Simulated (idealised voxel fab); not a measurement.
Presented below is a process module, voxel trench capacitor.
Section shown: cut. Width: 195 nm. Cell size: 5 nm, square.
Think of the cross-section as a grid of square cells. We describe it in bands, top to bottom, and each band covers one or more rows of those cells.
A band entry consists of two parts. The first gives the height of the band's top and the height of its bottom, in nm. The rest lists the band's materials from left to right, each with its width in nm. A single material labelled with the word "all across" fills the band from edge to edge, and the word "air" marks empty space.
Basically, 0 is our baseline, since under it the wafer straight out of the box is all one material. The bottom band has no lower end and keeps on going down, so it looks like "top 0, no bottom".
So if you see something like "30->40" for the width, read it as the top row of the band sitting at the first number and the bottom row at the second, with every row in between moving by the same amount as the last.
Where the words "nothing changed" appear for a step, the cross-section shows no cell changed by that step; every cell remained as before.
For the entry "Closed cavities", the listed items are empty spaces with no open way to the top whose size is 8 cells or more; each item follows the pattern width x height at distance, where distance is from the left edge and all three are in nm.
Heads up: the bit after the settings on a step's line is the simulator's remark on that step.
overlay nm: mask right of planned place by this much (step with mask). Neg. = left.
PROCESS STEPS FORESEEN IN THE PLAN
1) RECEIVE,material Si
2) CONFORMAL_DEP,material SiN,thk nm 5
3) DIRECTIONAL_DEP,material aC,thk nm 15
4) PATTERN,tone open,mask id TRENCH,material resist,width nm 25,pitch nm 50,thk nm 30,overlay nm -15
5) DIRECTIONAL_ETCH,etch materials aC,depth nm 15
6) STRIP,etch materials resist
7) DIRECTIONAL_ETCH,etch materials SiN,depth nm 5
8) DIRECTIONAL_ETCH,etch materials Si,depth nm 40
9) STRIP,etch materials aC
10) CONFORMAL_DEP,material Al2O3,thk nm 5
11) CONFORMAL_DEP,material TiN,thk nm 5
12) FILL_DEP,material W,thk nm 10
13) CMP,height nm 5
Be aware that, although all wafers share a common starting state, the overlay nm at step 4 differs among them, and the plan displays the first wafer's value.
CROSS-SECTION OF THE FIRST OF SEVERAL WAFERS AS RECEIVED (AFTER STEP 1)
* top 0, no bottom  Si all across
* Closed cavities: none
ROW PER WAFER, END-OF-MODULE: CELL GAIN (+)/LOSS (-) BY MATERIAL SINCE THE WAFER CAME IN, THEN CLOSED VOIDS
overlay nm -15 | +63 Al2O3 | -120 Si | +24 SiN | +51 TiN | +21 W | Closed cavities: none
overlay nm -10 | +63 Al2O3 | -120 Si | +24 SiN | +51 TiN | +21 W | Closed cavities: none
overlay nm -5 | +63 Al2O3 | -120 Si | +24 SiN | +51 TiN | +21 W | Closed cavities: none
overlay nm 0 | +63 Al2O3 | -120 Si | +24 SiN | +51 TiN | +21 W | Closed cavities: none
overlay nm 5 | +63 Al2O3 | -120 Si | +24 SiN | +51 TiN | +21 W | Closed cavities: none
overlay nm 10 | +63 Al2O3 | -120 Si | +24 SiN | +51 TiN | +21 W | Closed cavities: none
overlay nm 15 | +63 Al2O3 | -120 Si | +24 SiN | +51 TiN | +21 W | Closed cavities: none
